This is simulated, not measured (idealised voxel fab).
Process module, titled voxel ribs on slabs
The width of the displayed cross-section, cut, is 260 nm; its cells are square, with a size of 5 nm.
Reading order for cross-sections: top band down to bottom band. Underlying form: a grid of square cells. Band size: one or more rows of cells.
What a band's entry tells you: where the top is and where the bottom is, as heights in nm, and after that what lies inside, material by material from left to right, each with its width in nm. Empty space is written as the word "air", and a single material marked with the word "all across" occupies the band from edge to edge.
Where do heights start? At 0: under that level the wafer as delivered is made of one material only. And the lowest band has no floor; it just carries on downward, as in "0 -> down".
Read "30..40" as a graded width: first number on top, second number at the bottom, same change between each pair of neighbouring rows.
Basically "nothing got changed" means that step didn't change any cell in the cross-section.
The list in "Completely enclosed voids" covers empty spaces of 8 cells or more that cannot reach the top through any open way, and it gives each as width x height at distance; the distance is from the left edge, and width, height and distance are in nm.
It should be noted that, on the line of a given step, the content following the step's settings is a remark produced by the simulator itself with respect to that step.
The line of a step may include "overlay nm". On a step with a mask, this value is how far to the right of its planned place the mask lay. A negative value means the mask lay to the left.
-- The following list gives the planned process steps
1 RECEIVE,material Si
2 DIRECTIONAL_DEP,material SiO2,thk nm 20
3 DIRECTIONAL_DEP,material SiN,thk nm 25
4 DIRECTIONAL_DEP,material aC,thk nm 10
5 PATTERN,tone cover,mask id RIB,material resist,width nm 20,thk nm 25,overlay nm 0
6 DIRECTIONAL_ETCH,etch materials aC,depth nm 10
7 STRIP,etch materials resist
8 DIRECTIONAL_ETCH,etch materials SiN,depth nm 5
9 STRIP,etch materials aC
10 MASKED_ETCH,tone cover,mask id SLAB,width nm 60,etch materials SiN,depth nm 20,overlay nm 0
11 FILL_DEP,material SiO2,thk nm 15
12 CMP,height nm 55
13 DIRECTIONAL_DEP,material W,thk nm 5
14 PATTERN,tone cover,mask id HEATER,material resist,width nm 30,thk nm 15,overlay nm 0
15 DIRECTIONAL_ETCH,etch materials W,depth nm 5
16 STRIP,etch materials resist
17 CONFORMAL_DEP,material SiO2,thk nm 10
-- Cross-section of the wafer as it came to us, i.e., already through step 1
> 0 -> down  Si all across
> Completely enclosed voids: none
-- End-of-module cross-section of the first of two wafers, processed as planned
> 70 -> 65  105 of air; 50 of SiO2; 105 of air
> 65 -> 60  SiO2 all across
> 60 -> 55  115 of SiO2; 30 of W; 115 of SiO2
> 55 -> 45  SiO2 all across
> 45 -> 40  120 of SiO2; 20 of SiN; 120 of SiO2
> 40 -> 20  100 of SiO2; 60 of SiN; 100 of SiO2
> 20 -> 0  SiO2 all across
> 0 -> down  Si all across
> Completely enclosed voids: none
-- Second wafer of the two, sectioned at the end of the module. It began like the first and followed the same plan, but one mistake was made while running it
> 70 -> 65  105 of air; 50 of SiO2; 105 of air
> 65 -> 60  SiO2 all across
> 60 -> 55  115 of SiO2; 30 of W; 115 of SiO2
> 55 -> 25  SiO2 all across
> 25 -> 0  SiN all across
> 0 -> down  Si all across
> Completely enclosed voids: none
What went wrong in running the wafer? transposition of steps 2 and 3 relative to the planned sequence
Count the cells at the end and the second wafer has more or fewer of some materials than the first: 208 more of SiN, 208 fewer of SiO2
